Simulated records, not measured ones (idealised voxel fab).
Herein follows the process module entitled voxel air gaps.
In the cross-section labelled cut, the width is 260 nm and each square cell is 5 nm.
Cross-section layout: square cells on a grid; listed as bands, top to bottom; a band spans one or more cell rows. Top, bottom (nm), then materials left to right with widths (nm); lone material tagged "everywhere" fills the whole band edge to edge; "empty" = empty space. Measure heights from 0. That's the level where, below it, the as-received wafer is all one material. The lowest band is bottomless and extends downward; write it as in "0 down". When a width is written as two numbers, as in "30 to 40", the first number is the width in the top row of cells of the band and the second is the width in its bottom row, and the width changes by the same amount from each row to the next. Reading "remained the same" for a step: not a cell of the cross-section changed in it. Enclosed cavities: empty space of 8 cells or more with no open way to the top, each as width x height at its distance from the left edge, in nm. Formally, on a step line, whatever follows the settings is a remark that the simulator itself makes on the step. "overlay nm" answers the question of how far to the right of plan the mask lay on a step that has a mask, and when it is negative the answer is to the left.

Planned process steps:
1 RECEIVE (material Si)
2 CONFORMAL_DEP (material SiO2; thk nm 10)
3 CONFORMAL_DEP (material SiCN; thk nm 5)
4 DIRECTIONAL_DEP (material SiO2; thk nm 35)
5 DIRECTIONAL_DEP (material aC; thk nm 15)
6 PATTERN (tone open; mask id LINES; material resist; width nm 25; pitch nm 50; thk nm 35; overlay nm 0)
7 DIRECTIONAL_ETCH (etch materials aC; depth nm 15)
8 STRIP (etch materials resist)
9 DIRECTIONAL_ETCH (etch materials SiO2; depth nm 35)
10 STRIP (etch materials aC)
11 CONFORMAL_DEP (material TiN; thk nm 5)
12 FILL_DEP (material W; thk nm 10)
13 CMP (height nm 50)
14 EPI (material Ru; thk nm 10)
15 SELECTIVE_ETCH (etch materials SiO2; depth nm 45)
16 CONFORMAL_DEP (material SiCN; thk nm 5)

The cross-section here shows the wafer as received, i.e. in its state after step 1:
* 0 down = Si everywhere
* Enclosed cavities: none

Same starting wafer, same plan as above, one mistake in the execution; this is the cross-section at the end of the module:
* 75 to 70 = empty: 15 / SiCN: 225 / empty: 20
* 70 to 50 = empty: 15 / SiCN: 5 / Ru: 215 / SiCN: 5 / empty: 20
* 50 to 45 = empty: 15 / SiCN: 25 / TiN: 5 / W: 15 / TiN: 5 / SiO2: 25 / TiN: 5 / W: 15 / TiN: 5 / SiO2: 25 / TiN: 5 / W: 15 / TiN: 5 / SiO2: 25 / TiN: 5 / W: 15 / TiN: 5 / SiCN: 25 / empty: 20
* 45 to 20 = empty: 35 / SiCN: 5 / TiN: 5 / W: 15 / TiN: 5 / SiO2: 25 / TiN: 5 / W: 15 / TiN: 5 / SiO2: 25 / TiN: 5 / W: 15 / TiN: 5 / SiO2: 25 / TiN: 5 / W: 15 / TiN: 5 / SiCN: 5 / empty: 40
* 20 to 15 = SiCN: 40 / TiN: 25 / SiO2: 25 / TiN: 25 / SiO2: 25 / TiN: 25 / SiO2: 25 / TiN: 25 / SiCN: 45
* 15 to 10 = SiCN everywhere
* 10 to 0 = SiO2 everywhere
* 0 down = Si everywhere
* Enclosed cavities: none
Want to know what went wrong? step 14 of the plan was carried out twice
